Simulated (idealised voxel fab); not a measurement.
process module | voxel ribs on slabs
cross-section cut | 290 nm wide | cells 5 nm
A cross-section is a grid of square cells, given in bands from the top down. A band is one or more rows of cells.
Each band's line starts with the height of the band's top and of its bottom, in nm. Then come its materials from left to right, each with its width in nm. One material with "throughout" fills the band from edge to edge. "air" is empty space.
Height 0 is the level under which the wafer as received is all one material. The lowest band goes on downwards, as in "0 down".
A width such as "30 to 40" changes by the same amount from each row of cells to the next, from the band's top row to its bottom row.
"no change" after a step means that no cell of the cross-section changed.
closed voids: empty space of 8 cells or more with no open way to the top, each as width x height at its distance from the left edge, in nm
after a step's settings: what the simulator itself notes on the step
overlay nm, on a step with a mask: how far to the right of its planned place the mask lay; to the left if negative
plan
1 op RECEIVE | material Si
2 op DIRECTIONAL_DEP | material SiO2 | thk nm 20
3 op DIRECTIONAL_DEP | material polySi | thk nm 15
4 op MASKED_ETCH | tone cover | mask id RIB | width nm 20 | etch materials polySi | depth nm 10 | overlay nm 0
5 op MASKED_ETCH | tone cover | mask id SLAB | width nm 60 | etch materials polySi | depth nm 5 | overlay nm 0
6 op FILL_DEP | material SiO2 | thk nm 25
7 op CMP | height nm 55
8 op DIRECTIONAL_DEP | material TiN | thk nm 10
9 op DIRECTIONAL_DEP | material aC | thk nm 15
10 op PATTERN | tone cover | mask id HEATER | material resist | width nm 30 | thk nm 30 | overlay nm 0
11 op DIRECTIONAL_ETCH | etch materials aC | depth nm 15
12 op STRIP | etch materials resist
13 op DIRECTIONAL_ETCH | etch materials TiN | depth nm 10
14 op STRIP | etch materials aC
15 op CONFORMAL_DEP | material SiO2 | thk nm 5
as received, after step 1
  0 down: Si throughout
  closed voids: none
a wafer at the end: this start, this plan, one mistake
  70 to 65: air 125 | SiO2 40 | air 125
  65 to 60: air 125 | SiO2 5 | TiN 30 | SiO2 5 | air 125
  60 to 55: SiO2 130 | TiN 30 | SiO2 130
  55 to 30: SiO2 throughout
  30 to 20: SiO2 135 | polySi 20 | SiO2 135
  20 to 15: SiO2 115 | polySi 60 | SiO2 115
  15 to 0: SiO2 throughout
  0 down: Si throughout
  closed voids: none
what went wrong: step 2 ran as: op DIRECTIONAL_DEP | material SiO2 | thk nm 15
